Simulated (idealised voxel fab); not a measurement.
voxel gate over fins: a process module
Section cut is 270 nm wide and gridded with 5 nm square cells.
A cross-section is written here as square cells arranged in a grid, and it is given in bands from the top down, each band taking up one or more rows of cells.
Read a band's entry like this: the first values are the height of its top and the height of its bottom in nm, and what follows is the sequence of materials from left to right, each with its width in nm. Note that "blank" is empty space, and that a single material marked "all across" reaches across the band from edge to edge.
A quick word on heights: they are counted from 0, and under that level the wafer as it came to us is one material throughout. The lowest band is different from the rest in having no bottom; it simply continues downward, written as in "0 nm and below".
So if you see something like "30..40" for the width, read it as the top row of the band sitting at the first number and the bottom row at the second, with every row in between moving by the same amount as the last.
A step reported as "left unchanged" is a step in which no cell of the cross-section changed.
What "Enclosed voids" gives you is every empty space of 8 cells or more that is cut off from the top. Each appears as width x height at distance, with the distance taken from the left edge and width, height and distance all in nm.
Formally, on a step line, whatever follows the settings is a remark that the simulator itself makes on the step.
overlay nm: for a step with a mask, the amount by which the mask lay right of where it was planned; a negative amount means left of it.
Intended process steps:
| 1 | RECEIVE, material Si |
| 2 | CONFORMAL_DEP, material SiN, thk nm 5 |
| 3 | MASKED_ETCH, tone cover, mask id FINS, width nm 15, pitch nm 55, etch materials SiN, depth nm 5, overlay nm 0 |
| 4 | MASKED_ETCH, tone cover, mask id FINS, width nm 15, pitch nm 55, etch materials Si, depth nm 30, overlay nm 0 |
| 5 | FILL_DEP, material SiO2, thk nm 15 |
| 6 | CMP, height nm 5 |
| 7 | DIRECTIONAL_DEP, material aC, thk nm 15 |
| 8 | PATTERN, tone open, mask id RAIL, material resist, width nm 15, thk nm 35, overlay nm 0 |
| 9 | DIRECTIONAL_ETCH, etch materials aC, depth nm 15 |
| 10 | STRIP, etch materials resist |
| 11 | DIRECTIONAL_ETCH, etch materials SiO2, depth nm 30 |
| 12 | STRIP, etch materials aC |
| 13 | CONFORMAL_DEP, material TiN, thk nm 5 |
| 14 | FILL_DEP, material Ru, thk nm 5 |
| 15 | CMP, height nm 5 |
| 16 | SELECTIVE_ETCH, etch materials W Ru TiN, depth nm 25 |
| 17 | FILL_DEP, material SiO2, thk nm 5 |
| 18 | CMP, height nm 5 |
| 19 | SELECTIVE_ETCH, etch materials SiO2, depth nm 20 |
| 20 | STRIP, etch materials SiN |
| 21 | CONFORMAL_DEP, material HfO2, thk nm 5 |
| 22 | CONFORMAL_DEP, material TiN, thk nm 5 |
| 23 | FILL_DEP, material W, thk nm 10 |
| 24 | CMP, height nm 15 |
| 25 | CONFORMAL_DEP, material SiN, thk nm 10 |
Account of the first of two wafers, which was processed as intended:
Delivered wafer in cross-section: state after step 1:
> 0 nm and below | Si all across
> Enclosed voids: none
Presented here is a cross-section of the wafer after step 2 has been performed:
> 5 nm to 0 nm | SiN all across
> Rest of section, below 0: as before.
Presented here is a cross-section of the wafer after step 3 has been performed:
> 5 nm to 0 nm | blank=100, SiN=15, blank=40, SiN=15, blank=100
> Rest of section, below 0: as before.
Presented here is a cross-section of the wafer after step 4 has been performed:
> 5 nm to 0 nm | blank=100, SiN=15, blank=40, SiN=15, blank=100
> 0 nm to -30 nm | blank=100, Si=15, blank=40, Si=15, blank=100
> Rest of section, below -30: as before.
Presented here is a cross-section of the wafer after step 5 has been performed:
> 20 nm to 5 nm | SiO2 all across
> 5 nm to 0 nm | SiO2=100, SiN=15, SiO2=40, SiN=15, SiO2=100
> 0 nm to -30 nm | SiO2=100, Si=15, SiO2=40, Si=15, SiO2=100
> Rest of section, below -30: as before.
Presented here is a cross-section of the wafer after step 6 has been performed:
> 5 nm to 0 nm | SiO2=100, SiN=15, SiO2=40, SiN=15, SiO2=100
> Rest of section, below 0: as before.
Presented here is a cross-section of the wafer after step 7 has been performed:
> 20 nm to 5 nm | aC all across
> Rest of section, below 5: as before.
Presented here is a cross-section of the wafer after step 8 has been performed:
> 55 nm to 20 nm | resist=125, blank=15, resist=130
> Rest of section, below 20: as before.
Presented here is a cross-section of the wafer after step 9 has been performed:
> 40 nm to 20 nm | resist=125, blank=15, resist=130
> 20 nm to 5 nm | aC=125, blank=15, aC=130
> Rest of section, below 5: as before.
Presented here is a cross-section of the wafer after step 10 has been performed:
> 20 nm to 5 nm | aC=125, blank=15, aC=130
> Rest of section, below 5: as before.
Presented here is a cross-section of the wafer after step 11 has been performed:
> 20 nm to 5 nm | aC=125, blank=15, aC=130
> 5 nm to 0 nm | SiO2=100, SiN=15, SiO2=10, blank=15, SiO2=15, SiN=15, SiO2=100
> 0 nm to -25 nm | SiO2=100, Si=15, SiO2=10, blank=15, SiO2=15, Si=15, SiO2=100
> Rest of section, below -25: as before.
Presented here is a cross-section of the wafer after step 12 has been performed:
> 5 nm to 0 nm | SiO2=100, SiN=15, SiO2=10, blank=15, SiO2=15, SiN=15, SiO2=100
> Rest of section, below 0: as before.
Presented here is a cross-section of the wafer after step 13 has been performed:
> 10 nm to 5 nm | TiN=130, blank=5, TiN=135
> 5 nm to 0 nm | SiO2=100, SiN=15, SiO2=10, TiN=5, blank=5, TiN=5, SiO2=15, SiN=15, SiO2=100
> 0 nm to -20 nm | SiO2=100, Si=15, SiO2=10, TiN=5, blank=5, TiN=5, SiO2=15, Si=15, SiO2=100
> -20 nm to -25 nm | SiO2=100, Si=15, SiO2=10, TiN=15, SiO2=15, Si=15, SiO2=100
> Rest of section, below -25: as before.
Presented here is a cross-section of the wafer after step 14 has been performed:
> 15 nm to 10 nm | Ru all across
> 10 nm to 5 nm | TiN=130, Ru=5, TiN=135
> 5 nm to 0 nm | SiO2=100, SiN=15, SiO2=10, TiN=5, Ru=5, TiN=5, SiO2=15, SiN=15, SiO2=100
> 0 nm to -20 nm | SiO2=100, Si=15, SiO2=10, TiN=5, Ru=5, TiN=5, SiO2=15, Si=15, SiO2=100
> Rest of section, below -20: as before.
Presented here is a cross-section of the wafer after step 15 has been performed:
> 5 nm to 0 nm | SiO2=100, SiN=15, SiO2=10, TiN=5, Ru=5, TiN=5, SiO2=15, SiN=15, SiO2=100
> Rest of section, below 0: as before.
Presented here is a cross-section of the wafer after step 16 has been performed:
> 5 nm to 0 nm | SiO2=100, SiN=15, SiO2=10, blank=15, SiO2=15, SiN=15, SiO2=100
> 0 nm to -20 nm | SiO2=100, Si=15, SiO2=10, blank=15, SiO2=15, Si=15, SiO2=100
> Rest of section, below -20: as before.
Presented here is a cross-section of the wafer after step 17 has been performed:
> 10 nm to 5 nm | SiO2 all across
> 5 nm to 0 nm | SiO2=100, SiN=15, SiO2=40, SiN=15, SiO2=100
> 0 nm to -20 nm | SiO2=100, Si=15, SiO2=40, Si=15, SiO2=100
> Rest of section, below -20: as before.
Presented here is a cross-section of the wafer after step 18 has been performed:
> 5 nm to 0 nm | SiO2=100, SiN=15, SiO2=40, SiN=15, SiO2=100
> Rest of section, below 0: as before.
Presented here is a cross-section of the wafer after step 19 has been performed:
> 5 nm to 0 nm | blank=100, SiN=15, blank=40, SiN=15, blank=100
> 0 nm to -15 nm | blank=100, Si=15, blank=40, Si=15, blank=100
> Rest of section, below -15: as before.
Presented here is a cross-section of the wafer after step 20 has been performed:
> 0 nm to -15 nm | blank=100, Si=15, blank=40, Si=15, blank=100
> Rest of section, below -15: as before.
Presented here is a cross-section of the wafer after step 21 has been performed:
> 5 nm to 0 nm | blank=95, HfO2=25, blank=30, HfO2=25, blank=95
> 0 nm to -10 nm | blank=95, HfO2=5, Si=15, HfO2=5, blank=30, HfO2=5, Si=15, HfO2=5, blank=95
> -10 nm to -15 nm | HfO2=100, Si=15, HfO2=40, Si=15, HfO2=100
> Rest of section, below -15: as before.
Presented here is a cross-section of the wafer after step 22 has been performed:
> 10 nm to 5 nm | blank=90, TiN=35, blank=20, TiN=35, blank=90
> 5 nm to 0 nm | blank=90, TiN=5, HfO2=25, TiN=5, blank=20, TiN=5, HfO2=25, TiN=5, blank=90
> 0 nm to -5 nm | blank=90, TiN=5, HfO2=5, Si=15, HfO2=5, TiN=5, blank=20, TiN=5, HfO2=5, Si=15, HfO2=5, TiN=5, blank=90
> -5 nm to -10 nm | TiN=95, HfO2=5, Si=15, HfO2=5, TiN=30, HfO2=5, Si=15, HfO2=5, TiN=95
> Rest of section, below -10: as before.
Presented here is a cross-section of the wafer after step 23 has been performed:
> 20 nm to 10 nm | W all across
> 10 nm to 5 nm | W=90, TiN=35, W=20, TiN=35, W=90
> 5 nm to 0 nm | W=90, TiN=5, HfO2=25, TiN=5, W=20, TiN=5, HfO2=25, TiN=5, W=90
> 0 nm to -5 nm | W=90, TiN=5, HfO2=5, Si=15, HfO2=5, TiN=5, W=20, TiN=5, HfO2=5, Si=15, HfO2=5, TiN=5, W=90
> Rest of section, below -5: as before.
Presented here is a cross-section of the wafer after step 24 has been performed:
> 15 nm to 10 nm | W all across
> Rest of section, below 10: as before.
Presented here is a cross-section of the wafer after step 25 has been performed:
> 25 nm to 15 nm | SiN all across
> Rest of section, below 15: as before.
Wafer two of the pair: same origin, same plan, one error during the run; identical to wafer one up to and including step 7:
At the planned end of step 8, the second wafer in cross-section:
> 55 nm to 20 nm | blank=125, resist=15, blank=130
> Rest of section, below 20: as before.
At the planned end of step 9, the second wafer in cross-section:
> 40 nm to 20 nm | blank=125, resist=15, blank=130
> 20 nm to 5 nm | blank=125, aC=15, blank=130
> Rest of section, below 5: as before.
At the planned end of step 10, the second wafer in cross-section:
> 20 nm to 5 nm | blank=125, aC=15, blank=130
> Rest of section, below 5: as before.
At the planned end of step 11, the second wafer in cross-section:
> 20 nm to 5 nm | blank=125, aC=15, blank=130
> 5 nm to 0 nm | blank=100, SiN=15, blank=10, SiO2=15, blank=15, SiN=15, blank=100
> 0 nm to -25 nm | blank=100, Si=15, blank=10, SiO2=15, blank=15, Si=15, blank=100
> Rest of section, below -25: as before.
At the planned end of step 12, the second wafer in cross-section:
> 5 nm to 0 nm | blank=100, SiN=15, blank=10, SiO2=15, blank=15, SiN=15, blank=100
> Rest of section, below 0: as before.
At the planned end of step 13, the second wafer in cross-section:
> 10 nm to 5 nm | blank=95, TiN=50, blank=5, TiN=25, blank=95
> 5 nm to 0 nm | blank=95, TiN=5, SiN=15, TiN=10, SiO2=15, TiN=5, blank=5, TiN=5, SiN=15, TiN=5, blank=95
> 0 nm to -20 nm | blank=95, TiN=5, Si=15, TiN=10, SiO2=15, TiN=5, blank=5, TiN=5, Si=15, TiN=5, blank=95
> -20 nm to -25 nm | TiN=100, Si=15, TiN=10, SiO2=15, TiN=15, Si=15, TiN=100
> Rest of section, below -25: as before.
At the planned end of step 14, the second wafer in cross-section:
> 15 nm to 10 nm | Ru all across
> 10 nm to 5 nm | Ru=95, TiN=50, Ru=5, TiN=25, Ru=95
> 5 nm to 0 nm | Ru=95, TiN=5, SiN=15, TiN=10, SiO2=15, TiN=5, Ru=5, TiN=5, SiN=15, TiN=5, Ru=95
> 0 nm to -20 nm | Ru=95, TiN=5, Si=15, TiN=10, SiO2=15, TiN=5, Ru=5, TiN=5, Si=15, TiN=5, Ru=95
> Rest of section, below -20: as before.
At the planned end of step 15, the second wafer in cross-section:
> 5 nm to 0 nm | Ru=95, TiN=5, SiN=15, TiN=10, SiO2=15, TiN=5, Ru=5, TiN=5, SiN=15, TiN=5, Ru=95
> Rest of section, below 0: as before.
At the planned end of step 16, the second wafer in cross-section:
> 5 nm to 0 nm | blank=100, SiN=15, blank=10, SiO2=15, blank=15, SiN=15, blank=100
> 0 nm to -20 nm | blank=100, Si=15, blank=10, SiO2=15, blank=15, Si=15, blank=100
> Rest of section, below -20: as before.
At the planned end of step 17, the second wafer in cross-section:
> 10 nm to 5 nm | SiO2 all across
> 5 nm to 0 nm | SiO2=100, SiN=15, SiO2=40, SiN=15, SiO2=100
> 0 nm to -20 nm | SiO2=100, Si=15, SiO2=40, Si=15, SiO2=100
> Rest of section, below -20: as before.
At the planned end of step 18, the second wafer in cross-section:
> 5 nm to 0 nm | SiO2=100, SiN=15, SiO2=40, SiN=15, SiO2=100
> Rest of section, below 0: as before.
At the planned end of step 19, the second wafer in cross-section:
> 5 nm to 0 nm | blank=100, SiN=15, blank=40, SiN=15, blank=100
> 0 nm to -15 nm | blank=100, Si=15, blank=40, Si=15, blank=100
> Rest of section, below -15: as before.
At the planned end of step 20, the second wafer in cross-section:
> 0 nm to -15 nm | blank=100, Si=15, blank=40, Si=15, blank=100
> Rest of section, below -15: as before.
At the planned end of step 21, the second wafer in cross-section:
> 5 nm to 0 nm | blank=95, HfO2=25, blank=30, HfO2=25, blank=95
> 0 nm to -10 nm | blank=95, HfO2=5, Si=15, HfO2=5, blank=30, HfO2=5, Si=15, HfO2=5, blank=95
> -10 nm to -15 nm | HfO2=100, Si=15, HfO2=40, Si=15, HfO2=100
> Rest of section, below -15: as before.
At the planned end of step 22, the second wafer in cross-section:
> 10 nm to 5 nm | blank=90, TiN=35, blank=20, TiN=35, blank=90
> 5 nm to 0 nm | blank=90, TiN=5, HfO2=25, TiN=5, blank=20, TiN=5, HfO2=25, TiN=5, blank=90
> 0 nm to -5 nm | blank=90, TiN=5, HfO2=5, Si=15, HfO2=5, TiN=5, blank=20, TiN=5, HfO2=5, Si=15, HfO2=5, TiN=5, blank=90
> -5 nm to -10 nm | TiN=95, HfO2=5, Si=15, HfO2=5, TiN=30, HfO2=5, Si=15, HfO2=5, TiN=95
> Rest of section, below -10: as before.
At the planned end of step 23, the second wafer in cross-section:
> 20 nm to 10 nm | W all across
> 10 nm to 5 nm | W=90, TiN=35, W=20, TiN=35, W=90
> 5 nm to 0 nm | W=90, TiN=5, HfO2=25, TiN=5, W=20, TiN=5, HfO2=25, TiN=5, W=90
> 0 nm to -5 nm | W=90, TiN=5, HfO2=5, Si=15, HfO2=5, TiN=5, W=20, TiN=5, HfO2=5, Si=15, HfO2=5, TiN=5, W=90
> Rest of section, below -5: as before.
At the planned end of step 24, the second wafer in cross-section:
> 15 nm to 10 nm | W all across
> Rest of section, below 10: as before.
At the planned end of step 25, the second wafer in cross-section:
> 25 nm to 15 nm | SiN all across
> Rest of section, below 15: as before.
Plan not followed: heads up, step 8 didn't go per plan, it actually ran as PATTERN, tone cover, mask id RAIL, material resist, width nm 15, thk nm 35, overlay nm 0
Cell-count delta at end, second wafer over first, by material: -42 SiO2, +42 TiN
